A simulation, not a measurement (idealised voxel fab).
The document below concerns the process module designated voxel self aligned contacts.
Cross-section cut: width 300 nm, square cells of 5 nm.
Heads up, the way a cross-section reads in here is a grid of square cells, handed over as bands from the top down, with every band being one or more rows of cells. Band: top and bottom heights (nm) first, top before bottom; then materials from left to right, widths in nm. "edge to edge" marks a sole material filling the band edge to edge. "air" denotes empty space. Height 0 is the level under which the wafer as received is all one material. The lowest band goes on downwards, as in "z 0 and below". Read "30->40" as a graded width: first number on top, second number at the bottom, same change between each pair of neighbouring rows. "nothing different" means the step left every cell of the cross-section as it was. "Entrapped voids" - sealed voids, min. 8 cells, no opening to top; format: width x height at distance (distance from left edge; nm throughout). The remark found on a step's line after its settings is issued by the simulator itself and pertains to that step. "overlay nm" on a masked step: distance the mask lay right of its planned place, negative for left.

STEPS PLANNED FOR THE PROCESS
step 1: RECEIVE (material Si)
step 2: CONFORMAL_DEP (material SiO2; thk nm 5)
step 3: DIRECTIONAL_DEP (material polySi; thk nm 20)
step 4: DIRECTIONAL_DEP (material SiN; thk nm 15)
step 5: PATTERN (tone cover; mask id GATE; material resist; width nm 25; pitch nm 60; thk nm 15; overlay nm 0)
step 6: DIRECTIONAL_ETCH (etch materials SiN; depth nm 15)
step 7: DIRECTIONAL_ETCH (etch materials polySi; depth nm 20)
step 8: STRIP (etch materials resist)
step 9: CONFORMAL_DEP (material SiN; thk nm 5)
step 10: DIRECTIONAL_ETCH (etch materials SiN; depth nm 5)
step 11: FILL_DEP (material SiO2; thk nm 15)
step 12: CMP (height nm 50)
step 13: PATTERN (tone open; mask id CONTACT; material resist; width nm 45; pitch nm 60; thk nm 15; overlay nm 0)
step 14: DIRECTIONAL_ETCH (etch materials SiO2; depth nm 50)
step 15: STRIP (etch materials resist)
step 16: CONFORMAL_DEP (material TiN; thk nm 5)
step 17: FILL_DEP (material W; thk nm 10)
step 18: CMP (height nm 50)
step 19: CONFORMAL_DEP (material SiCN; thk nm 5)

AS-RECEIVED WAFER CROSS-SECTION (AFTER STEP 1)
    z 0 and below  Si edge to edge
    Entrapped voids: none

SECTIONED VIEW, FIRST OF TWO WAFERS, AT THE CLOSE OF THE MODULE, PROCESSED AS INTENDED IN THE PLAN
    z 55 to 50  SiCN edge to edge
    z 50 to 40  95 of SiO2, then 5->15 of TiN, then 35->15 of W, then 5->15 of TiN, then 15 of SiO2, then 5->15 of TiN, then 35->15 of W, then 5->15 of TiN, then 100 of SiO2
    z 40 to 25  70 of SiO2, then 35 of SiN, then 5 of TiN, then 15 of W, then 5 of TiN, then 35 of SiN, then 5 of TiN, then 15 of W, then 5 of TiN, then 35 of SiN, then 75 of SiO2
    z 25 to 5  70 of SiO2, then 5 of SiN, then 25 of polySi, then 5 of SiN, then 5 of TiN, then 15 of W, then 5 of TiN, then 5 of SiN, then 25 of polySi, then 5 of SiN, then 5 of TiN, then 15 of W, then 5 of TiN, then 5 of SiN, then 25 of polySi, then 5 of SiN, then 75 of SiO2
    z 5 to 0  105 of SiO2, then 25 of TiN, then 35 of SiO2, then 25 of TiN, then 110 of SiO2
    z 0 and below  Si edge to edge
    Entrapped voids: none

SECOND WAFER CROSS-SECTION AT END OF MODULE - SHARED START AND PLAN WITH THE FIRST, ONE MISTAKE IN THE RUN
    z 55 to 50  SiCN edge to edge
    z 50 to 45  90 of W, then 5 of TiN, then 45 of SiO2, then 5 of TiN, then 5 of W, then 5 of TiN, then 45 of SiO2, then 5 of TiN, then 95 of W
    z 45 to 40  65 of W, then 30 of TiN, then 45 of SiO2, then 15 of TiN, then 45 of SiO2, then 30 of TiN, then 70 of W
    z 40 to 25  65 of W, then 5 of TiN, then 35 of SiN, then 25 of SiO2, then 35 of SiN, then 25 of SiO2, then 35 of SiN, then 5 of TiN, then 70 of W
    z 25 to 5  65 of W, then 5 of TiN, then 5 of SiN, then 25 of polySi, then 5 of SiN, then 25 of SiO2, then 5 of SiN, then 25 of polySi, then 5 of SiN, then 25 of SiO2, then 5 of SiN, then 25 of polySi, then 5 of SiN, then 5 of TiN, then 70 of W
    z 5 to 0  70 of TiN, then 155 of SiO2, then 75 of TiN
    z 0 and below  Si edge to edge
    Entrapped voids: none
Heads up, the wafer didn't run the way we planned it: step 13 did not happen as planned, as run it was PATTERN (tone cover; mask id CONTACT; material resist; width nm 45; pitch nm 60; thk nm 15; overlay nm 0)
Bottom line after processing is that, in cells, the second wafer is up or down on some materials versus the first: SiO2: 200 fewer | TiN: 8 more | W: 192 more
